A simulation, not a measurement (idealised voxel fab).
Presented below is a process module, voxel released beams.
For reference, the cross-section in this document is cut, with width 155 nm and square cells of 5 nm.
The cross-sections in this document take the form of a grid made of square cells. They are written out as bands, in order from top to bottom. Each band consists of one or more rows of cells. A band entry consists of two parts. The first gives the height of the band's top and the height of its bottom, in nm. The rest lists the band's materials from left to right, each with its width in nm. A single material labelled with the word "all across" fills the band from edge to edge, and the word "air" marks empty space. Note: height 0 marks the level under which the wafer is uniformly one material as received. Lowest band unbounded below, written "top 0, no bottom". You'd read "30..40" like this: the band's top row of cells is as wide as the first number, its bottom row is as wide as the second, and going down, every row changes width by the same amount as the row before did. When a step is marked "nothing changed", none of the cells in the cross-section changed during that step. If an empty space has no open way to the top and is at least 8 cells in size, "Cavities, closed" lists it, written width x height at distance, where distance is measured from the left edge and every value is in nm. after a step's settings: what the simulator itself notes on the step. overlay nm, on a step with a mask: how far to the right of its planned place the mask lay; to the left if negative.
## Below is the list of planned process steps
1,op RECEIVE | material Si
2,op CONFORMAL_DEP | material Al2O3 | thk nm 10
3,op DIRECTIONAL_DEP | material SiO2 | thk nm 10
4,op DIRECTIONAL_DEP | material aC | thk nm 15
5,op PATTERN | tone open | mask id ANCHOR | material resist | width nm 40 | thk nm 35 | overlay nm 0
6,op DIRECTIONAL_ETCH | etch materials aC | depth nm 15
7,op STRIP | etch materials resist
8,op DIRECTIONAL_ETCH | etch materials SiO2 | depth nm 10
9,op STRIP | etch materials aC
10,op CONFORMAL_DEP | material SiN | thk nm 15
11,op MASKED_ETCH | tone cover | mask id BEAM | width nm 90 | etch materials SiN | depth nm 15 | overlay nm 0
12,op STRIP | etch materials SiO2
## The cross-section here shows the wafer as received, i.e. in its state after step 1
    top 0, no bottom = Si all across
    Cavities, closed: none
## First of two wafers: cross-section at end of module, run per plan
    top 35, bottom 25 = air 30  SiN 20  air 10  SiN 60  air 35
    top 25, bottom 20 = air 30  SiN 90  air 35
    top 20, bottom 10 = air 35  SiN 40  air 80
    top 10, bottom 0 = Al2O3 all across
    top 0, no bottom = Si all across
    Cavities, closed: none
## This is the second of the two wafers, cross-sectioned at the end of the module; it started exactly like the first and was given the same plan, but it was run with one mistake
    top 35, bottom 25 = air 30  SiN 25  air 10  SiN 55  air 35
    top 25, bottom 20 = air 30  SiN 90  air 35
    top 20, bottom 10 = air 40  SiN 40  air 75
    top 10, bottom 0 = Al2O3 all across
    top 0, no bottom = Si all across
    Cavities, closed: none
Diagnosis: for step 5, the planned setting was not used; the step was instead run as op PATTERN | tone open | mask id ANCHOR | material resist | width nm 40 | thk nm 35 | overlay nm 5
Final wafers compared: equal cell tally per material, rearranged layout.
